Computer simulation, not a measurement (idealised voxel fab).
voxel double patterning: a process module
We display cut, a cross-section 300 nm in width whose square cells are each 5 nm.
A cross-section is written here as square cells arranged in a grid, and it is given in bands from the top down, each band taking up one or more rows of cells.
Look at the band entry: it leads with the top's height and the bottom's height in nm. Then it lists the materials left to right, with a width in nm for each. The word "full width" on a single material says that material fills the band edge to edge. The word "air" is empty space.
Basically, 0 is our baseline, since under it the wafer straight out of the box is all one material. The bottom band has no lower end and keeps on going down, so it looks like "0 down".
So if you see something like "30->40" for the width, read it as the top row of the band sitting at the first number and the bottom row at the second, with every row in between moving by the same amount as the last.
"no modification" for a step: no cell of the cross-section changed in that step.
Heads up: "Unvented internal voids" only lists the empty pockets with no open path to the top that are 8 cells or more, and it writes them as width x height at distance, distance from the left edge, in nm.
Heads up: the bit after the settings on a step's line is the simulator's remark on that step.
What "overlay nm" on a step's line means: if the step has a mask, that mask lay this far to the right of its planned place, or, when the value is negative, to the left.
**So here's the lineup of process steps we planned**
1: RECEIVE: material Si
2: CONFORMAL_DEP: material SiO2, thk nm 5
3: DIRECTIONAL_DEP: material W, thk nm 15
4: DIRECTIONAL_DEP: material SiCN, thk nm 10
5: DIRECTIONAL_DEP: material aC, thk nm 15
6: PATTERN: tone open, mask id FIRST, material resist, width nm 15, pitch nm 50, thk nm 30, overlay nm 0
7: DIRECTIONAL_ETCH: etch materials aC, depth nm 15
8: STRIP: etch materials resist
9: DIRECTIONAL_ETCH: etch materials SiCN, depth nm 10
10: STRIP: etch materials aC
11: PATTERN: tone open, mask id SECOND, material resist, width nm 15, pitch nm 50, thk nm 15, overlay nm 0
12: DIRECTIONAL_ETCH: etch materials SiCN, depth nm 10
13: STRIP: etch materials resist
14: DIRECTIONAL_ETCH: etch materials W, depth nm 15
15: STRIP: etch materials SiCN
All wafers enter the flow in the same state. The thk nm at step 2 differs from wafer to wafer, and the plan gives the value for the first wafer.
**first wafer as received, after step 1**
0 down: Si full width
Unvented internal voids: none
**The table below has one row for each wafer; a row shows, as of the end of the module, how many cells of each material the wafer has gained, marked (+), or lost, marked (-), since it was received, and then the wafer's closed voids**
thk nm 5, +60 SiO2, +135 W, Unvented internal voids: none
thk nm 10, +120 SiO2, +135 W, Unvented internal voids: none
thk nm 15, +180 SiO2, +135 W, Unvented internal voids: none
thk nm 20, +240 SiO2, +135 W, Unvented internal voids: none
